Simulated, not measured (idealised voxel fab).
process module | voxel gate over fins
cross-section cut | 225 nm wide | cells 5 nm
A cross-section is a grid of square cells, given in bands from the top down. A band is one or more rows of cells.
Each band's line starts with the height of the band's top and of its bottom, in nm. Then come its materials from left to right, each with its width in nm. One material with "throughout" fills the band from edge to edge. "air" is empty space.
Height 0 is the level under which the wafer as received is all one material. The lowest band goes on downwards, as in "0 down".
A width such as "30 to 40" changes by the same amount from each row of cells to the next, from the band's top row to its bottom row.
"no change" after a step means that no cell of the cross-section changed.
closed voids: empty space of 8 cells or more with no open way to the top, each as width x height at its distance from the left edge, in nm
after a step's settings: what the simulator itself notes on the step
overlay nm, on a step with a mask: how far to the right of its planned place the mask lay; to the left if negative
plan
1 op RECEIVE | material Si
2 op CONFORMAL_DEP | material SiN | thk nm 10
3 op PATTERN | tone cover | mask id FINS | material resist | width nm 15 | pitch nm 35 | thk nm 20 | overlay nm 0
4 op DIRECTIONAL_ETCH | etch materials SiN | depth nm 10
5 op DIRECTIONAL_ETCH | etch materials Si | depth nm 30
6 op STRIP | etch materials resist
7 op OXIDIZE | depth nm 5
8 op FILL_DEP | material SiO2 | thk nm 10
9 op CMP | height nm 10
10 op SELECTIVE_ETCH | etch materials SiO2 | depth nm 25
11 op STRIP | etch materials SiN
12 op CONFORMAL_DEP | material HfO2 | thk nm 5
13 op CONFORMAL_DEP | material TiN | thk nm 5
14 op CONFORMAL_DEP | material TiAl | thk nm 5
15 op CONFORMAL_DEP | material TiN | thk nm 5
16 op FILL_DEP | material W | thk nm 15
17 op CMP | height nm 30
18 op CONFORMAL_DEP | material SiN | thk nm 10
as received, after step 1
  0 down: Si throughout
  closed voids: none
a wafer at the end: this start, this plan, one mistake
  40 to 30: SiN throughout
  30 to 20: W throughout
  20 to 15: TiN throughout
  15 to 10: TiAl throughout
  10 to 5: TiN 75 | TiAl 5 | TiN 30 | TiAl 5 | TiN 30 | TiAl 5 | TiN 75
  5 to 0: HfO2 70 | TiN 5 | TiAl 5 | TiN 5 | HfO2 20 | TiN 5 | TiAl 5 | TiN 5 | HfO2 20 | TiN 5 | TiAl 5 | TiN 5 | HfO2 70
  0 to -5: Si 65 | HfO2 5 | TiN 5 | TiAl 5 | TiN 5 | HfO2 5 | Si 10 | HfO2 5 | TiN 5 | TiAl 5 | TiN 5 | HfO2 5 | Si 10 | HfO2 5 | TiN 5 | TiAl 5 | TiN 5 | HfO2 5 | Si 65
  -5 to -10: Si 65 | HfO2 5 | TiN 15 | HfO2 5 | Si 10 | HfO2 5 | TiN 15 | HfO2 5 | Si 10 | HfO2 5 | TiN 15 | HfO2 5 | Si 65
  -10 to -15: Si 65 | HfO2 25 | Si 10 | HfO2 25 | Si 10 | HfO2 25 | Si 65
  -15 to -35: Si 65 | SiO2 25 | Si 10 | SiO2 25 | Si 10 | SiO2 25 | Si 65
  -35 down: Si throughout
  closed voids: none
what went wrong: step 3 ran as: op PATTERN | tone open | mask id FINS | material resist | width nm 15 | pitch nm 35 | thk nm 20 | overlay nm 0
